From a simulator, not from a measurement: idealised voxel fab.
voxel self aligned contacts: a process module
Square cell edge 5 nm, section width 220 nm, ID cut.
We lay out every cross-section as a grid of square cells and spell it out in bands from the top down, where one band means one or more rows of cells.
Top, bottom (nm), then materials left to right with widths (nm); lone material tagged "all across" fills the whole band edge to edge; "air" = empty space.
The reference from which all heights are counted is 0, the level beneath which the as-received wafer is entirely one material; the lowest band, having no lower bound, proceeds downward and is written after the example "0 down".
When a width is written as two numbers, as in "30->40", the first number is the width in the top row of cells of the band and the second is the width in its bottom row, and the width changes by the same amount from each row to the next.
For the purposes of this document, the phrase "no modifications" attached to a step denotes that no cell within the cross-section was modified by that step.
Entry "Sealed cavities". Content: empty spaces with no open connection to the top, size 8 cells or greater. Each: width x height at distance. Distance: from left edge. Unit: nm.
Read whatever lies past the settings on a step's line as the simulator's own remark about the step.
overlay nm: where the mask lay relative to plan, measured to the right, on steps with a mask; negatives go left.

[Listed below are the process steps as planned]
1) RECEIVE with material Si
2) OXIDIZE with depth nm 5
3) DIRECTIONAL_DEP with material polySi, thk nm 30
4) DIRECTIONAL_DEP with material SiN, thk nm 15
5) MASKED_ETCH with tone cover, mask id GATE, width nm 30, pitch nm 60, etch materials SiN, depth nm 15, overlay nm 0
6) MASKED_ETCH with tone cover, mask id GATE, width nm 30, pitch nm 60, etch materials polySi, depth nm 30, overlay nm -15
7) CONFORMAL_DEP with material SiN, thk nm 5
8) DIRECTIONAL_ETCH with etch materials SiN, depth nm 5
9) FILL_DEP with material SiO2, thk nm 15
10) CMP with height nm 55
11) PATTERN with tone open, mask id CONTACT, material resist, width nm 40, pitch nm 60, thk nm 20, overlay nm 0
12) DIRECTIONAL_ETCH with etch materials SiO2, depth nm 60
13) STRIP with etch materials resist
14) CONFORMAL_DEP with material TiN, thk nm 5
15) FILL_DEP with material W, thk nm 5
16) CMP with height nm 55
17) CONFORMAL_DEP with material SiN, thk nm 5
Don't read the plan's overlay nm for step 6 as applying to every wafer: that's the first wafer's value, and the wafers differ in it, though they all start identical.

[Cross-section of the first of several wafers as received (after step 1)]
    0 down  Si all across
    Sealed cavities: none

[For your reference, the table is organized with a row per wafer; each row reflects the wafer at the end of the module, indicating for each material the cells gained (+) or lost (-) since receipt, and thereafter its closed voids]
overlay nm -15 | -44 Si | +152 SiN | +188 SiO2 | +46 TiN | +24 W | +162 polySi | Sealed cavities: none
overlay nm -10 | -44 Si | +152 SiN | +192 SiO2 | +60 TiN | +24 W | +144 polySi | Sealed cavities: none
overlay nm -5 | -44 Si | +152 SiN | +196 SiO2 | +60 TiN | +38 W | +126 polySi | Sealed cavities: none
overlay nm 0 | -44 Si | +152 SiN | +200 SiO2 | +60 TiN | +52 W | +108 polySi | Sealed cavities: none
overlay nm 5 | -44 Si | +152 SiN | +196 SiO2 | +60 TiN | +38 W | +126 polySi | Sealed cavities: none
overlay nm 10 | -44 Si | +152 SiN | +192 SiO2 | +60 TiN | +24 W | +144 polySi | Sealed cavities: none
overlay nm 15 | -44 Si | +152 SiN | +188 SiO2 | +46 TiN | +24 W | +162 polySi | Sealed cavities: none
